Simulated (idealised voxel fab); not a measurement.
voxel capacitor over wiring: a process module
Shown is cross-section cut, with a width of 175 nm and square cells of size 5 nm.
Cross-section spec: square-cell grid; bands listed top down; each band is one or more rows.
A band entry consists of two parts. The first gives the height of the band's top and the height of its bottom, in nm. The rest lists the band's materials from left to right, each with its width in nm. A single material labelled with the word "all across" fills the band from edge to edge, and the word "air" marks empty space.
The level at which height equals 0 is the one under which the wafer, as it arrives, is entirely one material. No lower edge exists for the bottom band, which continues downward and is notated as in "from 0 down".
Quick explanation for "30..40": the width changes in equal steps down the rows of cells, from the first number in the band's top row to the second number in its bottom row.
The cross-section has no changed cell in any step marked "no modifications".
Closed-off voids of 8+ cells (no open route to the top) go in "Trapped void list", written width x height at distance from the left edge, in nm.
On each step's line, the part that comes after the settings is the simulator's own comment on the step.
For masked steps, "overlay nm" on the step line gives how far right of plan the mask actually lay; a minus sign means it lay to the left.
THE FOLLOWING LIST GIVES THE PLANNED PROCESS STEPS
1 RECEIVE: material Si
2 CONFORMAL_DEP: material SiO2, thk nm 15
3 DIRECTIONAL_DEP: material TiN, thk nm 5
4 DIRECTIONAL_DEP: material Ru, thk nm 20
5 PATTERN: tone cover, mask id METAL_1, material resist, width nm 20, pitch nm 70, thk nm 15, overlay nm 0
6 DIRECTIONAL_ETCH: etch materials Ru, depth nm 20
7 DIRECTIONAL_ETCH: etch materials TiN, depth nm 5
8 STRIP: etch materials resist
9 FILL_DEP: material lowk, thk nm 10
10 CMP: height nm 40
11 CONFORMAL_DEP: material SiCN, thk nm 5
12 DIRECTIONAL_DEP: material SiO2, thk nm 20
13 PATTERN: tone open, mask id PLUG_1, material resist, width nm 15, thk nm 20, overlay nm -15
14 DIRECTIONAL_ETCH: etch materials SiO2, depth nm 20
15 DIRECTIONAL_ETCH: etch materials SiCN, depth nm 5
16 STRIP: etch materials resist
17 CONFORMAL_DEP: material TiN, thk nm 5
18 FILL_DEP: material Ru, thk nm 10
19 CMP: height nm 65
20 DIRECTIONAL_DEP: material TiN, thk nm 5
21 DIRECTIONAL_DEP: material SiN, thk nm 5
22 DIRECTIONAL_DEP: material TiN, thk nm 5
23 PATTERN: tone cover, mask id UPPER_PLATE, material resist, width nm 55, thk nm 20, overlay nm 0
24 DIRECTIONAL_ETCH: etch materials TiN, depth nm 5
25 DIRECTIONAL_ETCH: etch materials SiN, depth nm 5
26 STRIP: etch materials resist
27 MASKED_ETCH: tone cover, mask id LOWER_PLATE, width nm 65, etch materials TiN, depth nm 5, overlay nm 0
28 FILL_DEP: material SiO2, thk nm 15
29 CMP: height nm 90
30 DIRECTIONAL_DEP: material aC, thk nm 10
31 PATTERN: tone open, mask id PLUG_2, material resist, width nm 15, thk nm 25, overlay nm 0
32 DIRECTIONAL_ETCH: etch materials aC, depth nm 10
33 STRIP: etch materials resist
34 DIRECTIONAL_ETCH: etch materials SiO2, depth nm 10
35 STRIP: etch materials aC
36 CONFORMAL_DEP: material TiN, thk nm 5
37 FILL_DEP: material W, thk nm 5
38 CMP: height nm 90
39 CONFORMAL_DEP: material SiCN, thk nm 5
For clarity, it should be stated that the wafers under discussion commence in an identical condition and differ with respect to the overlay nm of step 13, the plan indicating the value that the first wafer had.
FIRST WAFER AS RECEIVED, AFTER STEP 1
from 0 down: Si all across
Trapped void list: none
AFTER THE MODULE'S FINAL STEP, STEP 39: THE FIRST OF SEVERAL WAFERS IN CROSS-SECTION
from 95 to 90: SiCN all across
from 90 to 85: 55 nm SiO2  5 nm TiN  5 nm W  5 nm TiN  105 nm SiO2
from 85 to 75: 55..45 nm SiO2  15..55 nm TiN  105..75 nm SiO2
from 75 to 70: 45 nm SiO2  55 nm SiN  75 nm SiO2
from 70 to 65: 40 nm SiO2  65 nm TiN  70 nm SiO2
from 65 to 45: 30 nm SiO2  5 nm TiN  5 nm Ru  5 nm TiN  130 nm SiO2
from 45 to 40: 30 nm SiCN  15 nm TiN  130 nm SiCN
from 40 to 20: 40 nm lowk  20 nm Ru  50 nm lowk  20 nm Ru  45 nm lowk
from 20 to 15: 40 nm lowk  20 nm TiN  50 nm lowk  20 nm TiN  45 nm lowk
from 15 to 0: SiO2 all across
from 0 down: Si all across
Trapped void list: none
FINAL WAFER CROSS-SECTION AT MODULE END
from 95 to 90: SiCN all across
from 90 to 85: 55 nm SiO2  5 nm TiN  5 nm W  5 nm TiN  105 nm SiO2
from 85 to 75: 55..45 nm SiO2  15..55 nm TiN  105..75 nm SiO2
from 75 to 70: 45 nm SiO2  55 nm SiN  75 nm SiO2
from 70 to 65: 40 nm SiO2  65 nm TiN  70 nm SiO2
from 65 to 45: 60 nm SiO2  5 nm TiN  5 nm Ru  5 nm TiN  100 nm SiO2
from 45 to 40: 60 nm SiCN  15 nm TiN  100 nm SiCN
from 40 to 20: 40 nm lowk  20 nm Ru  50 nm lowk  20 nm Ru  45 nm lowk
from 20 to 15: 40 nm lowk  20 nm TiN  50 nm lowk  20 nm TiN  45 nm lowk
from 15 to 0: SiO2 all across
from 0 down: Si all across
Trapped void list: none
EVERY ROW IN THIS TABLE IS A WAFER AT THE END OF THE MODULE, AND IT GIVES, FOR EACH OF THE MATERIALS, THE CELLS THAT WAFER HAS GAINED (+) OR LOST (-) SINCE IT WAS RECEIVED, THEN ITS CLOSED VOIDS
overlay nm -15 | +36 Ru | +67 SiCN | +11 SiN | +367 SiO2 | +48 TiN | +1 W | +135 lowk | Trapped void list: none
overlay nm -10 | +36 Ru | +67 SiCN | +11 SiN | +367 SiO2 | +48 TiN | +1 W | +135 lowk | Trapped void list: none
overlay nm -5 | +36 Ru | +67 SiCN | +11 SiN | +367 SiO2 | +48 TiN | +1 W | +135 lowk | Trapped void list: none
overlay nm 0 | +36 Ru | +67 SiCN | +11 SiN | +367 SiO2 | +48 TiN | +1 W | +135 lowk | Trapped void list: none
overlay nm 5 | +36 Ru | +67 SiCN | +11 SiN | +367 SiO2 | +48 TiN | +1 W | +135 lowk | Trapped void list: none
overlay nm 10 | +36 Ru | +67 SiCN | +11 SiN | +367 SiO2 | +48 TiN | +1 W | +135 lowk | Trapped void list: none
overlay nm 15 | +36 Ru | +67 SiCN | +11 SiN | +367 SiO2 | +48 TiN | +1 W | +135 lowk | Trapped void list: none
